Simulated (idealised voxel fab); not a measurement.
Name of the process module below: voxel tone inversion
It is cross-section cut that appears here, measuring 155 nm in width, its square cells being 5 nm in size.
Cross-section, as written here: a square-cell grid given band by band from the top down, where a band holds one or more rows of cells. Band entry format. Leading values: height of top, height of bottom, nm. Remainder: materials in left-to-right order, each with its width in nm. Special words: "throughout" on a single material, which then fills the band edge to edge; "air", empty space. It should be noted that heights are counted from 0, beneath which the wafer as supplied is of one material throughout, and that the lowest band possesses no lower boundary but continues downward, as written in "top 0, no bottom". The width entry "30->40" should be interpreted row by row: the top row of cells in the band takes the first number, the bottom row takes the second number, and the change between adjacent rows is uniform throughout. Step note "no change occurred" = no cross-section cell changed. The entry titled "Encapsulated voids" provides the empty spaces that have no open way to the top, restricted to those of 8 cells or more. Each is presented as width x height at distance, the distance being measured from the left edge, with all three in nm. Step line, after settings: the simulator's comment on this step. Among the settings permitted on a step's line is "overlay nm"; applied to a step with a mask, it specifies the extent to which the mask lay to the right of its planned position, whereas a negative figure signifies a position to the left.

The process steps that were planned are listed below:
1 RECEIVE: material Si
2 CONFORMAL_DEP: material SiN, thk nm 5
3 DIRECTIONAL_DEP: material polySi, thk nm 15
4 PATTERN: tone cover, mask id POSTS, material resist, width nm 25, pitch nm 55, thk nm 20, overlay nm 0
5 DIRECTIONAL_ETCH: etch materials polySi, depth nm 15
6 STRIP: etch materials resist
7 FILL_DEP: material lowk, thk nm 5
8 CMP: height nm 20
9 STRIP: etch materials polySi
10 CONFORMAL_DEP: material TiN, thk nm 5
11 FILL_DEP: material Ru, thk nm 10
12 CMP: height nm 20
13 CONFORMAL_DEP: material SiN, thk nm 5

The following pertains to the first of two wafers, which was processed as planned:

Step 1 complete: cross-section of the wafer as received:
  top 0, no bottom  Si throughout
  Encapsulated voids: none

Cross-section: wafer state after step 2:
  top 5, bottom 0  SiN throughout
  Lower than 0, everything is as it was.

Cross-section: wafer state after step 3:
  top 20, bottom 5  polySi throughout
  Lower than 5, everything is as it was.

Cross-section: wafer state after step 4:
  top 40, bottom 20  air=35, then resist=25, then air=30, then resist=25, then air=40
  Lower than 20, everything is as it was.

Cross-section: wafer state after step 5:
  top 40, bottom 20  air=35, then resist=25, then air=30, then resist=25, then air=40
  top 20, bottom 5  air=35, then polySi=25, then air=30, then polySi=25, then air=40
  Lower than 5, everything is as it was.

Cross-section: wafer state after step 6:
  top 20, bottom 5  air=35, then polySi=25, then air=30, then polySi=25, then air=40
  Lower than 5, everything is as it was.

Cross-section: wafer state after step 7:
  top 25, bottom 20  lowk throughout
  top 20, bottom 5  lowk=35, then polySi=25, then lowk=30, then polySi=25, then lowk=40
  Lower than 5, everything is as it was.

Cross-section: wafer state after step 8:
  top 20, bottom 5  lowk=35, then polySi=25, then lowk=30, then polySi=25, then lowk=40
  Lower than 5, everything is as it was.

Cross-section: wafer state after step 9:
  top 20, bottom 5  lowk=35, then air=25, then lowk=30, then air=25, then lowk=40
  Lower than 5, everything is as it was.

Cross-section: wafer state after step 10:
  top 25, bottom 20  TiN=40, then air=15, then TiN=40, then air=15, then TiN=45
  top 20, bottom 10  lowk=35, then TiN=5, then air=15, then TiN=5, then lowk=30, then TiN=5, then air=15, then TiN=5, then lowk=40
  top 10, bottom 5  lowk=35, then TiN=25, then lowk=30, then TiN=25, then lowk=40
  Lower than 5, everything is as it was.

Cross-section: wafer state after step 11:
  top 35, bottom 25  Ru throughout
  top 25, bottom 20  TiN=40, then Ru=15, then TiN=40, then Ru=15, then TiN=45
  top 20, bottom 10  lowk=35, then TiN=5, then Ru=15, then TiN=5, then lowk=30, then TiN=5, then Ru=15, then TiN=5, then lowk=40
  Lower than 10, everything is as it was.

Cross-section: wafer state after step 12:
  top 20, bottom 10  lowk=35, then TiN=5, then Ru=15, then TiN=5, then lowk=30, then TiN=5, then Ru=15, then TiN=5, then lowk=40
  Lower than 10, everything is as it was.

Cross-section: wafer state after step 13:
  top 25, bottom 20  SiN throughout
  Lower than 20, everything is as it was.

It is to be noted that the second wafer proceeded from the same initial state and according to the same plan as the first, although one mistake was committed in its execution; through step 3, inclusive, the two wafers share an identical history:

The second wafer in cross-section, at the planned close of step 4:
  top 40, bottom 20  air=40, then resist=20, then air=35, then resist=20, then air=40
  Lower than 20, everything is as it was.

The second wafer in cross-section, at the planned close of step 5:
  top 40, bottom 20  air=40, then resist=20, then air=35, then resist=20, then air=40
  top 20, bottom 5  air=40, then polySi=20, then air=35, then polySi=20, then air=40
  Lower than 5, everything is as it was.

The second wafer in cross-section, at the planned close of step 6:
  top 20, bottom 5  air=40, then polySi=20, then air=35, then polySi=20, then air=40
  Lower than 5, everything is as it was.

The second wafer in cross-section, at the planned close of step 7:
  top 25, bottom 20  lowk throughout
  top 20, bottom 5  lowk=40, then polySi=20, then lowk=35, then polySi=20, then lowk=40
  Lower than 5, everything is as it was.

The second wafer in cross-section, at the planned close of step 8:
  top 20, bottom 5  lowk=40, then polySi=20, then lowk=35, then polySi=20, then lowk=40
  Lower than 5, everything is as it was.

The second wafer in cross-section, at the planned close of step 9:
  top 20, bottom 5  lowk=40, then air=20, then lowk=35, then air=20, then lowk=40
  Lower than 5, everything is as it was.

The second wafer in cross-section, at the planned close of step 10:
  top 25, bottom 20  TiN=45, then air=10, then TiN=45, then air=10, then TiN=45
  top 20, bottom 10  lowk=40, then TiN=5, then air=10, then TiN=5, then lowk=35, then TiN=5, then air=10, then TiN=5, then lowk=40
  top 10, bottom 5  lowk=40, then TiN=20, then lowk=35, then TiN=20, then lowk=40
  Lower than 5, everything is as it was.

The second wafer in cross-section, at the planned close of step 11:
  top 35, bottom 25  Ru throughout
  top 25, bottom 20  TiN=45, then Ru=10, then TiN=45, then Ru=10, then TiN=45
  top 20, bottom 10  lowk=40, then TiN=5, then Ru=10, then TiN=5, then lowk=35, then TiN=5, then Ru=10, then TiN=5, then lowk=40
  Lower than 10, everything is as it was.

The second wafer in cross-section, at the planned close of step 12:
  top 20, bottom 10  lowk=40, then TiN=5, then Ru=10, then TiN=5, then lowk=35, then TiN=5, then Ru=10, then TiN=5, then lowk=40
  Lower than 10, everything is as it was.

The second wafer in cross-section, at the planned close of step 13:
  top 25, bottom 20  SiN throughout
  Lower than 20, everything is as it was.
So what did we get wrong on this run? it should be noted that step 4 was executed with settings other than those planned, the operation and settings actually applied being PATTERN: tone cover, mask id POSTS, material resist, width nm 20, pitch nm 55, thk nm 20, overlay nm 0
Final wafer comparison in cells, second versus first, more or fewer per material: 4 fewer of Ru, 2 fewer of TiN, 6 more of lowk
